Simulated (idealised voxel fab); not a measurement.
Herein follows the process module entitled voxel local oxidation.
For reference, the cross-section in this document is cut, with width 285 nm and square cells of 5 nm.
Throughout this document, each cross-section is represented as a grid of square cells and is presented as a sequence of bands enumerated from the top downward, where a band comprises one or more rows of cells. What a band's entry tells you: where the top is and where the bottom is, as heights in nm, and after that what lies inside, material by material from left to right, each with its width in nm. Empty space is written as the word "blank", and a single material marked with the word "edge to edge" occupies the band from edge to edge. The level at which height equals 0 is the one under which the wafer, as it arrives, is entirely one material. No lower edge exists for the bottom band, which continues downward and is notated as in "z 0 and below". Graded width ("30->40"): value in top row of band = first number; value in bottom row = second number; row-to-row change constant. The cross-section has no changed cell in any step marked "left unchanged". Each empty space that has no open way to the top and spans at least 8 cells appears under "Enclosed empty spaces" as width x height at distance, the distance counted from the left edge, all in nm. Where a step's line continues beyond its settings, the continuation is a remark by the simulator itself on that step. Among the settings permitted on a step's line is "overlay nm"; applied to a step with a mask, it specifies the extent to which the mask lay to the right of its planned position, whereas a negative figure signifies a position to the left.
# Process steps foreseen in the plan
1) op RECEIVE | material Si
2) op OXIDIZE | depth nm 5
3) op CONFORMAL_DEP | material SiN | thk nm 10
4) op DIRECTIONAL_DEP | material aC | thk nm 10
5) op PATTERN | tone cover | mask id ACTIVE | material resist | width nm 100 | thk nm 25 | overlay nm 0
6) op DIRECTIONAL_ETCH | etch materials aC | depth nm 10
7) op STRIP | etch materials resist
8) op DIRECTIONAL_ETCH | etch materials SiN | depth nm 5
9) op STRIP | etch materials aC
10) op SELECTIVE_ETCH | etch materials SiO2 | depth nm 5
11) op OXIDIZE | depth nm 10
12) op STRIP | etch materials SiN
Same starting wafers, different depth nm at step 8. Plan value belongs to the first wafer.
# The first of several wafers as received, shown in cross-section; this is its state after step 1
  z 0 and below: Si edge to edge
  Enclosed empty spaces: none
# First wafer of several, cross-section, module end, after step 12 (last)
  z 0 to -5: SiO2 edge to edge
  z -5 and below: Si edge to edge
  Enclosed empty spaces: none
# Of the several wafers, the last: cross-section at the end of the module
  z 0 to -5: blank 95 nm, then SiO2 90 nm, then blank 100 nm
  z -5 to -15: SiO2 105 nm, then Si 70 nm, then SiO2 110 nm
  z -15 and below: Si edge to edge
  Enclosed empty spaces: none
# The rows of the table below are wafers. Looking at the end of the module, a row counts, for every material, the cells the wafer has gained, shown as (+), or lost, shown as (-), since it was received; its closed voids come next
depth nm 5; -57 Si; +57 SiO2; Enclosed empty spaces: none
depth nm 10; -143 Si; +104 SiO2; Enclosed empty spaces: none
depth nm 15; -143 Si; +104 SiO2; Enclosed empty spaces: none
depth nm 20; -143 Si; +104 SiO2; Enclosed empty spaces: none
depth nm 25; -143 Si; +104 SiO2; Enclosed empty spaces: none
